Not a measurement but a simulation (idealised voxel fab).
Process module heading - voxel self aligned contacts
Shown is cross-section cut, with a width of 285 nm and square cells of size 5 nm.
When this document writes out a cross-section, it uses a grid of square cells and lists it as bands, beginning at the top and moving down, with a band standing for one or more rows of cells.
Read a band's entry like this: the first values are the height of its top and the height of its bottom in nm, and what follows is the sequence of materials from left to right, each with its width in nm. Note that "empty" is empty space, and that a single material marked "all across" reaches across the band from edge to edge.
Heights are expressed relative to 0, this being the level below which the as-received wafer comprises one material exclusively. The lowest band is unbounded in the downward direction and is denoted as in "0 -> down".
Width: "30->40" (first number = top row, second number = bottom row, same change from row to row of cells).
"identical to before" (step): cross-section cells unchanged, all of them.
Any empty space of 8 cells or more lacking an open way to the top shows up in "Sealed cavities" as width x height at distance, distance from the left edge, in nm.
Whatever follows a step's settings on its line is a remark the simulator itself makes about that step.
overlay nm: right-of-plan distance of the mask on a masked step; negative values mean left-of-plan.
Here's what the planned process steps look like
1 RECEIVE with material Si
2 OXIDIZE with depth nm 5
3 DIRECTIONAL_DEP with material polySi, thk nm 30
4 DIRECTIONAL_DEP with material SiN, thk nm 20
5 DIRECTIONAL_DEP with material aC, thk nm 15
6 PATTERN with tone cover, mask id GATE, material resist, width nm 15, pitch nm 60, thk nm 30, overlay nm 0
7 DIRECTIONAL_ETCH with etch materials aC, depth nm 15
8 STRIP with etch materials resist
9 DIRECTIONAL_ETCH with etch materials SiN, depth nm 20
10 DIRECTIONAL_ETCH with etch materials polySi, depth nm 30
11 STRIP with etch materials aC
12 CONFORMAL_DEP with material SiN, thk nm 10
13 DIRECTIONAL_ETCH with etch materials SiN, depth nm 10
14 FILL_DEP with material SiO2, thk nm 15
15 CMP with height nm 55
16 MASKED_ETCH with tone open, mask id CONTACT, width nm 45, pitch nm 60, etch materials SiO2, depth nm 60, overlay nm 0
17 CONFORMAL_DEP with material TiN, thk nm 5
18 FILL_DEP with material Ru, thk nm 10
19 CMP with height nm 55
20 CONFORMAL_DEP with material SiN, thk nm 5
Don't read the plan's width nm for step 6 as applying to every wafer: that's the first wafer's value, and the wafers differ in it, though they all start identical.
As received, i.e. after step 1: cross-section through the first of several wafers
- 0 -> down = Si all across
- Sealed cavities: none
At the end of the module, after its last step, step 20, the first of several wafers appears in cross-section as follows
- 60 -> 55 = SiN all across
- 55 -> 50 = SiO2 90; TiN 15; Ru 15; TiN 15; SiO2 15; TiN 15; Ru 15; TiN 15; SiO2 90
- 50 -> 30 = SiO2 65; SiN 35; TiN 5; Ru 15; TiN 5; SiN 35; TiN 5; Ru 15; TiN 5; SiN 35; SiO2 65
- 30 -> 0 = SiO2 65; SiN 10; polySi 15; SiN 10; TiN 5; Ru 15; TiN 5; SiN 10; polySi 15; SiN 10; TiN 5; Ru 15; TiN 5; SiN 10; polySi 15; SiN 10; SiO2 65
- 0 -> -5 = SiO2 100; TiN 25; SiO2 35; TiN 25; SiO2 100
- -5 -> down = Si all across
- Sealed cavities: none
So this is the cross-section on the last wafer at the end of the module
- 60 -> 55 = SiN all across
- 55 -> 50 = SiO2 90; TiN 45; SiO2 15; TiN 45; SiO2 90
- 50 -> 30 = SiO2 55; SiN 180; SiO2 50
- 30 -> 0 = SiO2 55; SiN 10; polySi 40; SiN 20; polySi 40; SiN 20; polySi 40; SiN 10; SiO2 50
- 0 -> -5 = SiO2 all across
- -5 -> down = Si all across
- Sealed cavities: none
Row per wafer, end-of-module: cell gain (+)/loss (-) by material since the wafer came in, then closed voids
width nm 15, +66 Ru, -57 Si, +213 SiN, +346 SiO2, +62 TiN, +54 polySi, Sealed cavities: none
width nm 20, +44 Ru, -57 Si, +225 SiN, +338 SiO2, +62 TiN, +72 polySi, Sealed cavities: none
width nm 25, +22 Ru, -57 Si, +237 SiN, +330 SiO2, +62 TiN, +90 polySi, Sealed cavities: none
width nm 30, -57 Si, +249 SiN, +322 SiO2, +62 TiN, +108 polySi, Sealed cavities: none
width nm 35, -57 Si, +261 SiN, +314 SiO2, +40 TiN, +126 polySi, Sealed cavities: none
width nm 40, -57 Si, +273 SiN, +306 SiO2, +18 TiN, +144 polySi, Sealed cavities: none
